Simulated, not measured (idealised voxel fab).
process module | voxel ribs on slabs
cross-section cut | 255 nm wide | cells 5 nm
A cross-section is a grid of square cells, given in bands from the top down. A band is one or more rows of cells.
Each band's line starts with the height of the band's top and of its bottom, in nm. Then come its materials from left to right, each with its width in nm. One material with "throughout" fills the band from edge to edge. "air" is empty space.
Height 0 is the level under which the wafer as received is all one material. The lowest band goes on downwards, as in "0 down".
A width such as "30 to 40" changes by the same amount from each row of cells to the next, from the band's top row to its bottom row.
"no change" after a step means that no cell of the cross-section changed.
closed voids: empty space of 8 cells or more with no open way to the top, each as width x height at its distance from the left edge, in nm
after a step's settings: what the simulator itself notes on the step
overlay nm, on a step with a mask: how far to the right of its planned place the mask lay; to the left if negative
plan
1 op RECEIVE | material Si
2 op DIRECTIONAL_DEP | material SiO2 | thk nm 25
3 op DIRECTIONAL_DEP | material polySi | thk nm 15
4 op MASKED_ETCH | tone cover | mask id RIB | width nm 20 | etch materials polySi | depth nm 5 | overlay nm 0
5 op DIRECTIONAL_DEP | material aC | thk nm 10
6 op PATTERN | tone cover | mask id SLAB | material resist | width nm 70 | thk nm 30 | overlay nm 0
7 op DIRECTIONAL_ETCH | etch materials aC | depth nm 10
8 op STRIP | etch materials resist
9 op DIRECTIONAL_ETCH | etch materials polySi | depth nm 10
10 op STRIP | etch materials aC
11 op FILL_DEP | material SiO2 | thk nm 30
12 op CMP | height nm 60
13 op DIRECTIONAL_DEP | material TiN | thk nm 10
14 op MASKED_ETCH | tone cover | mask id HEATER | width nm 40 | etch materials TiN | depth nm 10 | overlay nm 0
15 op CONFORMAL_DEP | material SiO2 | thk nm 5
varied across the wafers: width nm of step 4. The plan shows the first wafer's value. All wafers start alike
first wafer as received, after step 1
  0 down: Si throughout
  closed voids: none
each wafer at the end: cells of each material gained (+) or lost (-) since it was received, then its closed voids
width nm 20 | +635 SiO2 | +16 TiN | +32 polySi | closed voids: none
width nm 25 | +634 SiO2 | +16 TiN | +33 polySi | closed voids: none
width nm 30 | +633 SiO2 | +16 TiN | +34 polySi | closed voids: none
width nm 35 | +632 SiO2 | +16 TiN | +35 polySi | closed voids: none
width nm 40 | +631 SiO2 | +16 TiN | +36 polySi | closed voids: none
width nm 45 | +630 SiO2 | +16 TiN | +37 polySi | closed voids: none
